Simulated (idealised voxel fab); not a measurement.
The name of this process module is voxel double patterning.
Shown is cross-section cut, with a width of 250 nm and square cells of size 5 nm.
Cross-section spec: square-cell grid; bands listed top down; each band is one or more rows.
The band entry comprises the height of the band's top followed by the height of its bottom, expressed in nm, and subsequently the band's materials from left to right, each stated together with its width in nm. Where a single material is marked with the word "full width", that material fills the band from edge to edge. The word "air" represents empty space.
Ref level 0: as-received wafer is one material below here. Bottom band extends down with no lower bound ("0..down").
Graded width ("30..40"): value in top row of band = first number; value in bottom row = second number; row-to-row change constant.
Key: "no modification" - step with no changed cell in the cross-section.
"Sealed voids" - sealed voids, min. 8 cells, no opening to top; format: width x height at distance (distance from left edge; nm throughout).
On a step's line, text after the settings is the simulator commenting on that step.
You can add "overlay nm" to a step's line. For a step with a mask, it describes how far the mask lay to the right of its planned position, and a negative number describes a lay to the left.

Steps planned for the process
step 1: RECEIVE (material Si)
step 2: CONFORMAL_DEP (material SiO2; thk nm 10)
step 3: DIRECTIONAL_DEP (material W; thk nm 15)
step 4: DIRECTIONAL_DEP (material SiN; thk nm 10)
step 5: MASKED_ETCH (tone open; mask id FIRST; width nm 15; pitch nm 50; etch materials SiN; depth nm 10; overlay nm 0)
step 6: MASKED_ETCH (tone open; mask id SECOND; width nm 15; etch materials SiN; depth nm 10; overlay nm 0)
step 7: DIRECTIONAL_ETCH (etch materials W; depth nm 15)
step 8: STRIP (etch materials SiN)

The following pertains to the first of two wafers, which was processed as planned

Cross-section of the wafer upon arrival, representing the state reached after step 1
  0..down | Si full width
  Sealed voids: none

After step 2
  10..0 | SiO2 full width
  Everything below 0 is unchanged.

After step 3
  25..10 | W full width
  Everything below 10 is unchanged.

After step 4
  35..25 | SiN full width
  Everything below 25 is unchanged.

After step 5
  35..25 | 90 nm SiN / 15 nm air / 35 nm SiN / 15 nm air / 95 nm SiN
  Everything below 25 is unchanged.

After step 6
  35..25 | 90 nm SiN / 15 nm air / 10 nm SiN / 15 nm air / 10 nm SiN / 15 nm air / 95 nm SiN
  Everything below 25 is unchanged.

After step 7
  35..25 | 90 nm SiN / 15 nm air / 10 nm SiN / 15 nm air / 10 nm SiN / 15 nm air / 95 nm SiN
  25..10 | 90 nm W / 15 nm air / 10 nm W / 15 nm air / 10 nm W / 15 nm air / 95 nm W
  Everything below 10 is unchanged.

After step 8
  25..10 | 90 nm W / 15 nm air / 10 nm W / 15 nm air / 10 nm W / 15 nm air / 95 nm W
  Everything below 10 is unchanged.

Wafer two. Identical start, identical plan. One mistake in execution. Identical history through step 4

Cross-sectional view of the second wafer at the intended end time of process step 5
  35..25 | 90 nm SiN / 20 nm air / 30 nm SiN / 20 nm air / 90 nm SiN
  Everything below 25 is unchanged.

Cross-sectional view of the second wafer at the intended end time of process step 6
  35..25 | 90 nm SiN / 20 nm air / 5 nm SiN / 15 nm air / 10 nm SiN / 20 nm air / 90 nm SiN
  Everything below 25 is unchanged.

Cross-sectional view of the second wafer at the intended end time of process step 7
  35..25 | 90 nm SiN / 20 nm air / 5 nm SiN / 15 nm air / 10 nm SiN / 20 nm air / 90 nm SiN
  25..10 | 90 nm W / 20 nm air / 5 nm W / 15 nm air / 10 nm W / 20 nm air / 90 nm W
  Everything below 10 is unchanged.

Cross-sectional view of the second wafer at the intended end time of process step 8
  25..10 | 90 nm W / 20 nm air / 5 nm W / 15 nm air / 10 nm W / 20 nm air / 90 nm W
  Everything below 10 is unchanged.
Finding, execution versus plan: so step 5 ended up running with a different setting than we planned, it ran as MASKED_ETCH (tone open; mask id FIRST; width nm 20; pitch nm 50; etch materials SiN; depth nm 10; overlay nm 0)
Wrapping up, a cell-based count of both wafers puts the second over or under the first for these materials: -6 W
